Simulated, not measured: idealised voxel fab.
You're looking at the process module voxel spacer lines.
Square cell edge 5 nm, section width 270 nm, ID cut.
Cross-section = grid of square cells, listed top down in bands; band = one or more rows. The entry gives the band's vertical extent as a top height and a bottom height in nm, then its horizontal make-up as materials from left to right, each with a width in nm. "empty" stands for empty space; a single material marked "edge to edge" fills the band edge to edge. Counting heights begins at 0, where everything beneath is, in the wafer as received, one material. The lowest band has no bottom; it goes on downwards, as "from 0 down" shows. Top row gets the first number, bottom row gets the second, and each row in between changes by the same step: that is how a band width like "30..40" works. Where a step carries "nothing altered", the cross-section came out of it unchanged, cell for cell. Entry "Enclosed empty spaces". Content: empty spaces with no open connection to the top, size 8 cells or greater. Each: width x height at distance. Distance: from left edge. Unit: nm. If you see something after the settings on a step's line, that's the simulator's own remark about that step. "overlay nm", when on a step's line for a step with a mask, measures how far to the right of its planned place the mask lay; a negative measure means to the left.

Planned step list for the process
1 RECEIVE (material Si)
2 CONFORMAL_DEP (material SiO2; thk nm 10)
3 DIRECTIONAL_DEP (material W; thk nm 20)
4 DIRECTIONAL_DEP (material polySi; thk nm 25)
5 PATTERN (tone cover; mask id MANDREL; material resist; width nm 15; pitch nm 60; thk nm 35; overlay nm 0)
6 DIRECTIONAL_ETCH (etch materials polySi; depth nm 25)
7 STRIP (etch materials resist)
8 CONFORMAL_DEP (material SiN; thk nm 15)
9 DIRECTIONAL_ETCH (etch materials SiN; depth nm 15)
10 STRIP (etch materials polySi)
11 DIRECTIONAL_ETCH (etch materials W; depth nm 20)
12 STRIP (etch materials SiN)
13 FILL_DEP (material lowk; thk nm 5)
14 CMP (height nm 30)

Account of the first of two wafers, which was processed as intended

Step 1 complete: cross-section of the wafer as received
> from 0 down  Si edge to edge
> Enclosed empty spaces: none

Once step 2 is through, the wafer looks like this in cross-section
> from 10 to 0  SiO2 edge to edge
> Anything lower than 0 is untouched.

Once step 3 is through, the wafer looks like this in cross-section
> from 30 to 10  W edge to edge
> Anything lower than 10 is untouched.

Once step 4 is through, the wafer looks like this in cross-section
> from 55 to 30  polySi edge to edge
> Anything lower than 30 is untouched.

Once step 5 is through, the wafer looks like this in cross-section
> from 90 to 55  empty 65 nm, resist 15 nm, empty 45 nm, resist 15 nm, empty 45 nm, resist 15 nm, empty 70 nm
> Anything lower than 55 is untouched.

Once step 6 is through, the wafer looks like this in cross-section
> from 90 to 55  empty 65 nm, resist 15 nm, empty 45 nm, resist 15 nm, empty 45 nm, resist 15 nm, empty 70 nm
> from 55 to 30  empty 65 nm, polySi 15 nm, empty 45 nm, polySi 15 nm, empty 45 nm, polySi 15 nm, empty 70 nm
> Anything lower than 30 is untouched.

Once step 7 is through, the wafer looks like this in cross-section
> from 55 to 30  empty 65 nm, polySi 15 nm, empty 45 nm, polySi 15 nm, empty 45 nm, polySi 15 nm, empty 70 nm
> Anything lower than 30 is untouched.

Once step 8 is through, the wafer looks like this in cross-section
> from 70 to 55  empty 50 nm, SiN 45 nm, empty 15 nm, SiN 45 nm, empty 15 nm, SiN 45 nm, empty 55 nm
> from 55 to 45  empty 50 nm, SiN 15 nm, polySi 15 nm, SiN 15 nm, empty 15 nm, SiN 15 nm, polySi 15 nm, SiN 15 nm, empty 15 nm, SiN 15 nm, polySi 15 nm, SiN 15 nm, empty 55 nm
> from 45 to 30  SiN 65 nm, polySi 15 nm, SiN 45 nm, polySi 15 nm, SiN 45 nm, polySi 15 nm, SiN 70 nm
> Anything lower than 30 is untouched.

Once step 9 is through, the wafer looks like this in cross-section
> from 55 to 30  empty 50 nm, SiN 15 nm, polySi 15 nm, SiN 15 nm, empty 15 nm, SiN 15 nm, polySi 15 nm, SiN 15 nm, empty 15 nm, SiN 15 nm, polySi 15 nm, SiN 15 nm, empty 55 nm
> Anything lower than 30 is untouched.

Once step 10 is through, the wafer looks like this in cross-section
> from 55 to 30  empty 50 nm, SiN 15 nm, empty 15 nm, SiN 15 nm, empty 15 nm, SiN 15 nm, empty 15 nm, SiN 15 nm, empty 15 nm, SiN 15 nm, empty 15 nm, SiN 15 nm, empty 55 nm
> Anything lower than 30 is untouched.

Once step 11 is through, the wafer looks like this in cross-section
> from 55 to 30  empty 50 nm, SiN 15 nm, empty 15 nm, SiN 15 nm, empty 15 nm, SiN 15 nm, empty 15 nm, SiN 15 nm, empty 15 nm, SiN 15 nm, empty 15 nm, SiN 15 nm, empty 55 nm
> from 30 to 10  empty 50 nm, W 15 nm, empty 15 nm, W 15 nm, empty 15 nm, W 15 nm, empty 15 nm, W 15 nm, empty 15 nm, W 15 nm, empty 15 nm, W 15 nm, empty 55 nm
> Anything lower than 10 is untouched.

Once step 12 is through, the wafer looks like this in cross-section
> from 30 to 10  empty 50 nm, W 15 nm, empty 15 nm, W 15 nm, empty 15 nm, W 15 nm, empty 15 nm, W 15 nm, empty 15 nm, W 15 nm, empty 15 nm, W 15 nm, empty 55 nm
> Anything lower than 10 is untouched.

Once step 13 is through, the wafer looks like this in cross-section
> from 35 to 30  lowk edge to edge
> from 30 to 10  lowk 50 nm, W 15 nm, lowk 15 nm, W 15 nm, lowk 15 nm, W 15 nm, lowk 15 nm, W 15 nm, lowk 15 nm, W 15 nm, lowk 15 nm, W 15 nm, lowk 55 nm
> Anything lower than 10 is untouched.

Once step 14 is through, the wafer looks like this in cross-section
> from 30 to 10  lowk 50 nm, W 15 nm, lowk 15 nm, W 15 nm, lowk 15 nm, W 15 nm, lowk 15 nm, W 15 nm, lowk 15 nm, W 15 nm, lowk 15 nm, W 15 nm, lowk 55 nm
> Anything lower than 10 is untouched.

It is to be noted that the second wafer proceeded from the same initial state and according to the same plan as the first, although one mistake was committed in its execution; through step 4, inclusive, the two wafers share an identical history

Cross-sectional view of the second wafer at the intended end time of process step 5
> from 90 to 55  empty 65 nm, resist 20 nm, empty 40 nm, resist 20 nm, empty 40 nm, resist 20 nm, empty 65 nm
> Anything lower than 55 is untouched.

Cross-sectional view of the second wafer at the intended end time of process step 6
> from 90 to 55  empty 65 nm, resist 20 nm, empty 40 nm, resist 20 nm, empty 40 nm, resist 20 nm, empty 65 nm
> from 55 to 30  empty 65 nm, polySi 20 nm, empty 40 nm, polySi 20 nm, empty 40 nm, polySi 20 nm, empty 65 nm
> Anything lower than 30 is untouched.

Cross-sectional view of the second wafer at the intended end time of process step 7
> from 55 to 30  empty 65 nm, polySi 20 nm, empty 40 nm, polySi 20 nm, empty 40 nm, polySi 20 nm, empty 65 nm
> Anything lower than 30 is untouched.

Cross-sectional view of the second wafer at the intended end time of process step 8
> from 70 to 55  empty 50 nm, SiN 50 nm, empty 10 nm, SiN 50 nm, empty 10 nm, SiN 50 nm, empty 50 nm
> from 55 to 45  empty 50 nm, SiN 15 nm, polySi 20 nm, SiN 15 nm, empty 10 nm, SiN 15 nm, polySi 20 nm, SiN 15 nm, empty 10 nm, SiN 15 nm, polySi 20 nm, SiN 15 nm, empty 50 nm
> from 45 to 30  SiN 65 nm, polySi 20 nm, SiN 40 nm, polySi 20 nm, SiN 40 nm, polySi 20 nm, SiN 65 nm
> Anything lower than 30 is untouched.

Cross-sectional view of the second wafer at the intended end time of process step 9
> from 55 to 30  empty 50 nm, SiN 15 nm, polySi 20 nm, SiN 15 nm, empty 10 nm, SiN 15 nm, polySi 20 nm, SiN 15 nm, empty 10 nm, SiN 15 nm, polySi 20 nm, SiN 15 nm, empty 50 nm
> Anything lower than 30 is untouched.

Cross-sectional view of the second wafer at the intended end time of process step 10
> from 55 to 30  empty 50 nm, SiN 15 nm, empty 20 nm, SiN 15 nm, empty 10 nm, SiN 15 nm, empty 20 nm, SiN 15 nm, empty 10 nm, SiN 15 nm, empty 20 nm, SiN 15 nm, empty 50 nm
> Anything lower than 30 is untouched.

Cross-sectional view of the second wafer at the intended end time of process step 11
> from 55 to 30  empty 50 nm, SiN 15 nm, empty 20 nm, SiN 15 nm, empty 10 nm, SiN 15 nm, empty 20 nm, SiN 15 nm, empty 10 nm, SiN 15 nm, empty 20 nm, SiN 15 nm, empty 50 nm
> from 30 to 10  empty 50 nm, W 15 nm, empty 20 nm, W 15 nm, empty 10 nm, W 15 nm, empty 20 nm, W 15 nm, empty 10 nm, W 15 nm, empty 20 nm, W 15 nm, empty 50 nm
> Anything lower than 10 is untouched.

Cross-sectional view of the second wafer at the intended end time of process step 12
> from 30 to 10  empty 50 nm, W 15 nm, empty 20 nm, W 15 nm, empty 10 nm, W 15 nm, empty 20 nm, W 15 nm, empty 10 nm, W 15 nm, empty 20 nm, W 15 nm, empty 50 nm
> Anything lower than 10 is untouched.

Cross-sectional view of the second wafer at the intended end time of process step 13
> from 35 to 30  lowk edge to edge
> from 30 to 10  lowk 50 nm, W 15 nm, lowk 20 nm, W 15 nm, lowk 10 nm, W 15 nm, lowk 20 nm, W 15 nm, lowk 10 nm, W 15 nm, lowk 20 nm, W 15 nm, lowk 50 nm
> Anything lower than 10 is untouched.

Cross-sectional view of the second wafer at the intended end time of process step 14
> from 30 to 10  lowk 50 nm, W 15 nm, lowk 20 nm, W 15 nm, lowk 10 nm, W 15 nm, lowk 20 nm, W 15 nm, lowk 10 nm, W 15 nm, lowk 20 nm, W 15 nm, lowk 50 nm
> Anything lower than 10 is untouched.
Run error: step 5 was run on a setting that differed from the plan, and what really ran there is PATTERN (tone cover; mask id MANDREL; material resist; width nm 20; pitch nm 60; thk nm 35; overlay nm 0)
Same inventory, different map: at the end, the second wafer holds as many cells of each material as the first, placed elsewhere.
